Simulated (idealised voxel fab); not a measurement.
The process module that follows is named voxel lift off.
190 nm wide, 5 nm square cells: that's cross-section cut.
How to read a cross-section here: the picture is a grid of square cells, written as bands going from the top down, and any band can span one or more rows of cells.
In this notation a band is specified by the heights of its top and bottom, in that order and in nm, after which its materials appear from left to right, each paired with its width in nm. The word "everywhere" attached to a single material means that material fills the band from edge to edge; the word "blank" stands for empty space.
Heights are measured from 0, the level below which the as-received wafer is all one material; the lowest band has no bottom and continues downward, written as in "0 -> down".
Note: "30..40" means the width goes from the first number (top row of the band) to the second number (bottom row) in equal steps per row of cells.
"nothing was modified" -> step changed no cross-section cell.
The list in "Closed void register" covers empty spaces of 8 cells or more that cannot reach the top through any open way, and it gives each as width x height at distance; the distance is from the left edge, and width, height and distance are in nm.
Read whatever lies past the settings on a step's line as the simulator's own remark about the step.
overlay nm: right-of-plan distance of the mask on a masked step; negative values mean left-of-plan.

**Below is the list of planned process steps**
1,RECEIVE (material Si)
2,CONFORMAL_DEP (material SiN; thk nm 15)
3,PATTERN (tone open; mask id LINES; material resist; width nm 25; pitch nm 55; thk nm 20; overlay nm 0)
4,DIRECTIONAL_DEP (material Ru; thk nm 5)
5,STRIP (etch materials resist)
6,CONFORMAL_DEP (material SiCN; thk nm 5)
The wafers are alike at the start. At step 4, their thk nm differs. The plan lists the first wafer's value.

**Cross-section: the first of several wafers in its as-received state, i.e. following step 1**
  0 -> down: Si everywhere
  Closed void register: none

**Below is a per-wafer table. In it, each row describes the wafer at the end of the module by giving, for each material, the number of cells gained (+) or lost (-) since the wafer was received, and after that the closed voids of the wafer**
thk nm 5; +15 Ru; +44 SiCN; +114 SiN; Closed void register: none
thk nm 10; +30 Ru; +50 SiCN; +114 SiN; Closed void register: none
thk nm 15; +45 Ru; +56 SiCN; +114 SiN; Closed void register: none
